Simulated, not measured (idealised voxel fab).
Presented below is a process module, voxel capacitor over wiring.
For reference, the cross-section in this document is cut, with width 220 nm and square cells of 5 nm.
Cross-section = grid of square cells, listed top down in bands; band = one or more rows.
Basically the band line says how high the top is and how high the bottom is, in nm, and then what's in it from left to right, every material with its width in nm. Empty space shows up as "blank", and if a single material carries "edge to edge" it runs the full band edge to edge.
It should be noted that heights are counted from 0, beneath which the wafer as supplied is of one material throughout, and that the lowest band possesses no lower boundary but continues downward, as written in "0 nm and below".
The expression "30 to 40" gives the width at the extremes of the band, the first number at its top row of cells and the second at its bottom row, with the width changing by equal amounts from each row to the next in between.
"remains unaltered", as given for a step, is the statement that not any cell of the cross-section underwent a change during that step.
Under "Closed internal cavities" you'll find the enclosed gaps, the ones with no way out to the top, that are 8 cells or bigger; each reads width x height at distance, with distance counted from the left edge, everything in nm.
Text after the settings on a step's line: the simulator's own remark on that step.
Regarding "overlay nm": on a step with a mask, it is the distance the mask lay to the right of its planned place; a negative value places it to the left.

-- List of planned process steps
1 RECEIVE,material Si
2 CONFORMAL_DEP,material SiO2,thk nm 10
3 CONFORMAL_DEP,material SiN,thk nm 5
4 DIRECTIONAL_DEP,material lowk,thk nm 15
5 PATTERN,tone open,mask id METAL_1,material resist,width nm 20,pitch nm 70,thk nm 15,overlay nm 0
6 DIRECTIONAL_ETCH,etch materials lowk,depth nm 15
7 DIRECTIONAL_ETCH,etch materials SiN,depth nm 5
8 STRIP,etch materials resist
9 CONFORMAL_DEP,material TiN,thk nm 5
10 FILL_DEP,material Cu,thk nm 10
11 CMP,height nm 30
12 CONFORMAL_DEP,material SiCN,thk nm 5
13 DIRECTIONAL_DEP,material lowk,thk nm 20
14 DIRECTIONAL_DEP,material aC,thk nm 10
15 PATTERN,tone open,mask id PLUG_1,material resist,width nm 15,thk nm 30,overlay nm 0
16 DIRECTIONAL_ETCH,etch materials aC,depth nm 10
17 STRIP,etch materials resist
18 DIRECTIONAL_ETCH,etch materials lowk,depth nm 20
19 DIRECTIONAL_ETCH,etch materials SiCN,depth nm 5
20 STRIP,etch materials aC
21 EPI,material Ru,thk nm 10
22 EPI,material Ru,thk nm 10
23 EPI,material Ru,thk nm 5
24 DIRECTIONAL_DEP,material TiN,thk nm 10
25 DIRECTIONAL_DEP,material SiN,thk nm 5
26 DIRECTIONAL_DEP,material TiN,thk nm 10
27 PATTERN,tone cover,mask id UPPER_PLATE,material resist,width nm 55,thk nm 15,overlay nm 0
28 DIRECTIONAL_ETCH,etch materials TiN,depth nm 10
29 DIRECTIONAL_ETCH,etch materials SiN,depth nm 5
30 STRIP,etch materials resist
31 MASKED_ETCH,tone cover,mask id LOWER_PLATE,width nm 65,etch materials TiN,depth nm 10,overlay nm 0
32 FILL_DEP,material SiO2,thk nm 15
33 CMP,height nm 90
34 DIRECTIONAL_DEP,material aC,thk nm 15
35 PATTERN,tone open,mask id PLUG_2,material resist,width nm 15,thk nm 30,overlay nm 0
36 DIRECTIONAL_ETCH,etch materials aC,depth nm 15
37 STRIP,etch materials resist
38 DIRECTIONAL_ETCH,etch materials SiO2,depth nm 10
39 STRIP,etch materials aC
40 CONFORMAL_DEP,material TiN,thk nm 5
41 FILL_DEP,material Cu,thk nm 5
42 CMP,height nm 80
43 CONFORMAL_DEP,material SiCN,thk nm 5
Be aware that, although all wafers share a common starting state, the height nm at step 42 differs among them, and the plan displays the first wafer's value.

-- First wafer of several, as received: cross-section after step 1
0 nm and below = Si edge to edge
Closed internal cavities: none

-- Heads up, this table goes wafer by wafer. A row tells you, at the end of the module, how many cells of each material that wafer has put on (+) or dropped (-) since it was received, and then its closed voids
height nm 80, +12 Cu, +15 Ru, +85 SiCN, +47 SiN, +249 SiO2, +68 TiN, +272 lowk, Closed internal cavities: none
height nm 85, +12 Cu, +15 Ru, +85 SiCN, +47 SiN, +290 SiO2, +71 TiN, +272 lowk, Closed internal cavities: none
height nm 90, +13 Cu, +15 Ru, +85 SiCN, +47 SiN, +331 SiO2, +73 TiN, +272 lowk, Closed internal cavities: none
height nm 95, +14 Cu, +15 Ru, +85 SiCN, +47 SiN, +331 SiO2, +116 TiN, +272 lowk, Closed internal cavities: none
height nm 100, +58 Cu, +15 Ru, +85 SiCN, +47 SiN, +331 SiO2, +116 TiN, +272 lowk, Closed internal cavities: none
